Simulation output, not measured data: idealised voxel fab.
process module | voxel gate over fins
cross-section cut | 220 nm wide | cells 5 nm
A cross-section is a grid of square cells, given in bands from the top down. A band is one or more rows of cells.
Each band's line starts with the height of the band's top and of its bottom, in nm. Then come its materials from left to right, each with its width in nm. One material with "throughout" fills the band from edge to edge. "air" is empty space.
Height 0 is the level under which the wafer as received is all one material. The lowest band goes on downwards, as in "0 down".
A width such as "30 to 40" changes by the same amount from each row of cells to the next, from the band's top row to its bottom row.
"no change" after a step means that no cell of the cross-section changed.
closed voids: empty space of 8 cells or more with no open way to the top, each as width x height at its distance from the left edge, in nm
after a step's settings: what the simulator itself notes on the step
overlay nm, on a step with a mask: how far to the right of its planned place the mask lay; to the left if negative
plan
1 op RECEIVE | material Si
2 op CONFORMAL_DEP | material SiN | thk nm 5
3 op DIRECTIONAL_DEP | material aC | thk nm 10
4 op PATTERN | tone cover | mask id FINS | material resist | width nm 15 | pitch nm 40 | thk nm 25 | overlay nm 0
5 op DIRECTIONAL_ETCH | etch materials aC | depth nm 10
6 op STRIP | etch materials resist
7 op DIRECTIONAL_ETCH | etch materials SiN | depth nm 5
8 op DIRECTIONAL_ETCH | etch materials Si | depth nm 40
9 op STRIP | etch materials aC
10 op OXIDIZE | depth nm 5
11 op FILL_DEP | material SiO2 | thk nm 5
12 op CMP | height nm 5
13 op SELECTIVE_ETCH | etch materials SiO2 | depth nm 15
14 op STRIP | etch materials SiN
15 op CONFORMAL_DEP | material HfO2 | thk nm 5
16 op CONFORMAL_DEP | material TiN | thk nm 5
17 op CONFORMAL_DEP | material TiAl | thk nm 5
18 op CONFORMAL_DEP | material TiN | thk nm 5
19 op FILL_DEP | material W | thk nm 10
20 op CMP | height nm 25
21 op CONFORMAL_DEP | material SiCN | thk nm 10
as received, after step 1
  0 down: Si throughout
  closed voids: none
first wafer at the end, as planned
  35 to 25: SiCN throughout
  25 to 20: W throughout
  20 to 15: W 25 | TiN 165 | W 30
  15 to 10: W 25 | TiN 5 | TiAl 35 | TiN 5 | TiAl 35 | TiN 5 | TiAl 35 | TiN 5 | TiAl 35 | TiN 5 | W 30
  10 to 5: TiN 30 | TiAl 5 | TiN 25 | TiAl 5 | TiN 5 | TiAl 5 | TiN 25 | TiAl 5 | TiN 5 | TiAl 5 | TiN 25 | TiAl 5 | TiN 5 | TiAl 5 | TiN 25 | TiAl 5 | TiN 35
  5 to 0: TiAl 35 | TiN 5 | HfO2 15 | TiN 5 | TiAl 15 | TiN 5 | HfO2 15 | TiN 5 | TiAl 15 | TiN 5 | HfO2 15 | TiN 5 | TiAl 15 | TiN 5 | HfO2 15 | TiN 5 | TiAl 40
  0 to -5: TiN 40 | HfO2 5 | Si 5 | HfO2 5 | TiN 25 | HfO2 5 | Si 5 | HfO2 5 | TiN 25 | HfO2 5 | Si 5 | HfO2 5 | TiN 25 | HfO2 5 | Si 5 | HfO2 5 | TiN 45
  -5 to -10: HfO2 45 | Si 5 | HfO2 35 | Si 5 | HfO2 35 | Si 5 | HfO2 35 | Si 5 | HfO2 50
  -10 to -45: SiO2 45 | Si 5 | SiO2 35 | Si 5 | SiO2 35 | Si 5 | SiO2 35 | Si 5 | SiO2 50
  -45 down: Si throughout
  closed voids: none
second wafer at the end: like start, like plan, one mistake
  35 to 25: SiCN throughout
  25 to 20: W 15 | TiN 185 | W 20
  20 to 15: TiN throughout
  15 to 10: TiN 30 | TiAl 35 | TiN 5 | TiAl 35 | TiN 5 | TiAl 35 | TiN 5 | TiAl 35 | TiN 35
  10 to 5: TiN 30 | TiAl 5 | TiN 25 | TiAl 5 | TiN 5 | TiAl 5 | TiN 25 | TiAl 5 | TiN 5 | TiAl 5 | TiN 25 | TiAl 5 | TiN 5 | TiAl 5 | TiN 25 | TiAl 5 | TiN 35
  5 to 0: TiAl 35 | TiN 5 | HfO2 15 | TiN 5 | TiAl 15 | TiN 5 | HfO2 15 | TiN 5 | TiAl 15 | TiN 5 | HfO2 15 | TiN 5 | TiAl 15 | TiN 5 | HfO2 15 | TiN 5 | TiAl 40
  0 to -5: TiN 40 | HfO2 5 | Si 5 | HfO2 5 | TiN 25 | HfO2 5 | Si 5 | HfO2 5 | TiN 25 | HfO2 5 | Si 5 | HfO2 5 | TiN 25 | HfO2 5 | Si 5 | HfO2 5 | TiN 45
  -5 to -10: HfO2 45 | Si 5 | HfO2 35 | Si 5 | HfO2 35 | Si 5 | HfO2 35 | Si 5 | HfO2 50
  -10 to -45: SiO2 45 | Si 5 | SiO2 35 | Si 5 | SiO2 35 | Si 5 | SiO2 35 | Si 5 | SiO2 50
  -45 down: Si throughout
  closed voids: none
what went wrong: step 18 ran as: op CONFORMAL_DEP | material TiN | thk nm 15
at the end the second wafer has, in cells: 59 more of TiN | 59 fewer of W
